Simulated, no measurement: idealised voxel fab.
The name of this process module is voxel ribs on slabs.
The cross-section shown here is cut; it is 195 nm wide and divided into square cells measuring 5 nm on a side.
Reading order for cross-sections: top band down to bottom band. Underlying form: a grid of square cells. Band size: one or more rows of cells.
Each band's line starts with the height of the band's top and of its bottom, in nm. Then come its materials from left to right, each with its width in nm. One material with "edge to edge" fills the band from edge to edge. "blank" is empty space.
Note: height 0 marks the level under which the wafer is uniformly one material as received. Lowest band unbounded below, written "0 nm and below".
A two-number width, for instance "30 to 40", indicates that the width is equal to the first number in the top row of the band and to the second number in the bottom row, and that it changes by a constant amount per row of cells.
The designation "no alterations made", where it is given for a processing step, indicates that no cell of the cross-section was altered in the course of that step.
Sealed internal voids: empty space of 8 cells or more with no open way to the top, each as width x height at its distance from the left edge, in nm
That trailing text on a step's line, after the settings, is the simulator's own remark on the step.
overlay nm: step with mask; distance mask lay right of planned place; negative value = left of planned place.

Steps planned for the process:
1. RECEIVE: material Si
2. DIRECTIONAL_DEP: material SiO2, thk nm 25
3. DIRECTIONAL_DEP: material polySi, thk nm 20
4. MASKED_ETCH: tone cover, mask id RIB, width nm 15, etch materials polySi, depth nm 15, overlay nm 0
5. DIRECTIONAL_DEP: material aC, thk nm 15
6. PATTERN: tone cover, mask id SLAB, material resist, width nm 65, thk nm 35, overlay nm 0
7. DIRECTIONAL_ETCH: etch materials aC, depth nm 15
8. STRIP: etch materials resist
9. DIRECTIONAL_ETCH: etch materials polySi, depth nm 5
10. STRIP: etch materials aC
11. FILL_DEP: material SiO2, thk nm 20
12. CMP: height nm 55
13. DIRECTIONAL_DEP: material TiN, thk nm 5
14. PATTERN: tone cover, mask id HEATER, material resist, width nm 25, thk nm 20, overlay nm 0
15. DIRECTIONAL_ETCH: etch materials TiN, depth nm 5
16. STRIP: etch materials resist
17. CONFORMAL_DEP: material SiN, thk nm 5

Cross-section: wafer on arrival = after step 1:
  0 nm and below  Si edge to edge
  Sealed internal voids: none

Starting structure and process plan are as shown above, but one mistake was made in running the module; the wafer cross-section at the end of the module follows:
  60 nm to 55 nm  85 blank | 25 TiN | 85 blank
  55 nm to 45 nm  SiO2 edge to edge
  45 nm to 30 nm  90 SiO2 | 15 polySi | 90 SiO2
  30 nm to 25 nm  65 SiO2 | 65 polySi | 65 SiO2
  25 nm to 0 nm  SiO2 edge to edge
  0 nm and below  Si edge to edge
  Sealed internal voids: none
Deviation from plan: with respect to the plan, step 17 was omitted and not executed
